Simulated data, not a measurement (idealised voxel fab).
The following process module bears the name voxel self aligned vias.
Each square cell in cross-section cut measures 5 nm, and the section as a whole is 275 nm wide.
Bands, listed from the top down, are how a cross-section gets written in this document; the cross-section itself is a grid of square cells, and a band is one or more rows of them.
What a band's entry tells you: where the top is and where the bottom is, as heights in nm, and after that what lies inside, material by material from left to right, each with its width in nm. Empty space is written as the word "empty", and a single material marked with the word "throughout" occupies the band from edge to edge.
Heads up on the height convention: 0 is the point under which the incoming wafer is all one material, and the lowest band has no bottom, it just keeps going down, like "top 0, no bottom".
Width "30 to 40": first value at the band's top row of cells, second value at its bottom row, equal change from row to row.
"no modification", as given for a step, is the statement that not any cell of the cross-section underwent a change during that step.
Any empty space of 8 cells or more lacking an open way to the top shows up in "Non-vented voids" as width x height at distance, distance from the left edge, in nm.
The remark found on a step's line after its settings is issued by the simulator itself and pertains to that step.
"overlay nm" answers the question of how far to the right of plan the mask lay on a step that has a mask, and when it is negative the answer is to the left.
**The planned process steps are enumerated hereunder**
1. RECEIVE: material Si
2. CONFORMAL_DEP: material SiO2, thk nm 15
3. CONFORMAL_DEP: material SiCN, thk nm 5
4. DIRECTIONAL_DEP: material SiO2, thk nm 20
5. MASKED_ETCH: tone open, mask id LINES, width nm 30, pitch nm 55, etch materials SiO2, depth nm 20, overlay nm 0
6. CONFORMAL_DEP: material TiN, thk nm 5
7. FILL_DEP: material Ru, thk nm 10
8. CMP: height nm 40
9. SELECTIVE_ETCH: etch materials W Ru TiN, depth nm 10
10. FILL_DEP: material SiN, thk nm 10
11. CMP: height nm 40
12. DIRECTIONAL_DEP: material SiO2, thk nm 20
13. PATTERN: tone open, mask id VIAS, material resist, width nm 40, pitch nm 110, thk nm 20, overlay nm -15
14. DIRECTIONAL_ETCH: etch materials SiO2, depth nm 20
15. DIRECTIONAL_ETCH: etch materials SiN, depth nm 10
16. STRIP: etch materials resist
17. CONFORMAL_DEP: material TiN, thk nm 5
18. FILL_DEP: material W, thk nm 5
19. CMP: height nm 60
20. CONFORMAL_DEP: material SiCN, thk nm 5
The plan shows the overlay nm of step 13 as the first wafer had it; this setting differs between the wafers, which start out alike.
**Step 1 complete: as-received cross-section of the first of several wafers**
	top 0, no bottom  Si throughout
	Non-vented voids: none
**The table below has one row for each wafer; a row shows, as of the end of the module, how many cells of each material the wafer has gained, marked (+), or lost, marked (-), since it was received, and then the wafer's closed voids**
overlay nm -15; +12 Ru; +110 SiCN; +20 SiN; +469 SiO2; +60 TiN; +44 W; Non-vented voids: none
overlay nm -10; +12 Ru; +110 SiCN; +16 SiN; +469 SiO2; +60 TiN; +48 W; Non-vented voids: none
overlay nm -5; +12 Ru; +110 SiCN; +12 SiN; +469 SiO2; +60 TiN; +52 W; Non-vented voids: none
overlay nm 0; +12 Ru; +110 SiCN; +12 SiN; +469 SiO2; +60 TiN; +52 W; Non-vented voids: none
overlay nm 5; +12 Ru; +110 SiCN; +12 SiN; +469 SiO2; +60 TiN; +52 W; Non-vented voids: none
overlay nm 10; +12 Ru; +110 SiCN; +16 SiN; +469 SiO2; +60 TiN; +48 W; Non-vented voids: none
overlay nm 15; +12 Ru; +110 SiCN; +20 SiN; +469 SiO2; +60 TiN; +44 W; Non-vented voids: none
